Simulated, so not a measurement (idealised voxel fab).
process module | voxel quadruple lines
cross-section cut | 205 nm wide | cells 5 nm
A cross-section is a grid of square cells, given in bands from the top down. A band is one or more rows of cells.
Each band's line starts with the height of the band's top and of its bottom, in nm. Then come its materials from left to right, each with its width in nm. One material with "throughout" fills the band from edge to edge. "air" is empty space.
Height 0 is the level under which the wafer as received is all one material. The lowest band goes on downwards, as in "0 down".
A width such as "30 to 40" changes by the same amount from each row of cells to the next, from the band's top row to its bottom row.
"no change" after a step means that no cell of the cross-section changed.
closed voids: empty space of 8 cells or more with no open way to the top, each as width x height at its distance from the left edge, in nm
after a step's settings: what the simulator itself notes on the step
overlay nm, on a step with a mask: how far to the right of its planned place the mask lay; to the left if negative
plan
1 op RECEIVE | material Si
2 op CONFORMAL_DEP | material SiO2 | thk nm 5
3 op DIRECTIONAL_DEP | material Ru | thk nm 15
4 op DIRECTIONAL_DEP | material polySi | thk nm 15
5 op DIRECTIONAL_DEP | material aC | thk nm 20
6 op PATTERN | tone cover | mask id MANDREL | material resist | width nm 20 | pitch nm 60 | thk nm 25 | overlay nm -15
7 op DIRECTIONAL_ETCH | etch materials aC | depth nm 20
8 op STRIP | etch materials resist
9 op CONFORMAL_DEP | material SiO2 | thk nm 10
10 op DIRECTIONAL_ETCH | etch materials SiO2 | depth nm 10
11 op STRIP | etch materials aC
12 op DIRECTIONAL_ETCH | etch materials polySi | depth nm 15
13 op STRIP | etch materials SiO2
14 op CONFORMAL_DEP | material SiN | thk nm 5
15 op DIRECTIONAL_ETCH | etch materials SiN | depth nm 5
16 op STRIP | etch materials polySi
17 op DIRECTIONAL_ETCH | etch materials Ru | depth nm 15
18 op STRIP | etch materials SiN
varied across the wafers: overlay nm of step 6. The plan shows the first wafer's value. All wafers start alike
first wafer as received, after step 1
  0 down: Si throughout
  closed voids: none
first wafer at the end, after step 18
  20 to 5: air 30 | Ru 5 | air 10 | Ru 5 | air 10 | Ru 5 | air 10 | Ru 5 | air 10 | Ru 5 | air 10 | Ru 5 | air 10 | Ru 5 | air 10 | Ru 5 | air 65
  5 to 0: SiO2 throughout
  0 down: Si throughout
  closed voids: none
last wafer at the end
  20 to 5: air 60 | Ru 5 | air 10 | Ru 5 | air 10 | Ru 5 | air 10 | Ru 5 | air 10 | Ru 5 | air 10 | Ru 5 | air 10 | Ru 5 | air 10 | Ru 5 | air 35
  5 to 0: SiO2 throughout
  0 down: Si throughout
  closed voids: none
each wafer at the end: cells of each material gained (+) or lost (-) since it was received, then its closed voids
overlay nm -15 | +24 Ru | +41 SiO2 | closed voids: none
overlay nm -10 | +24 Ru | +41 SiO2 | closed voids: none
overlay nm -5 | +24 Ru | +41 SiO2 | closed voids: none
overlay nm 0 | +24 Ru | +41 SiO2 | closed voids: none
overlay nm 5 | +24 Ru | +41 SiO2 | closed voids: none
overlay nm 10 | +24 Ru | +41 SiO2 | closed voids: none
overlay nm 15 | +24 Ru | +41 SiO2 | closed voids: none
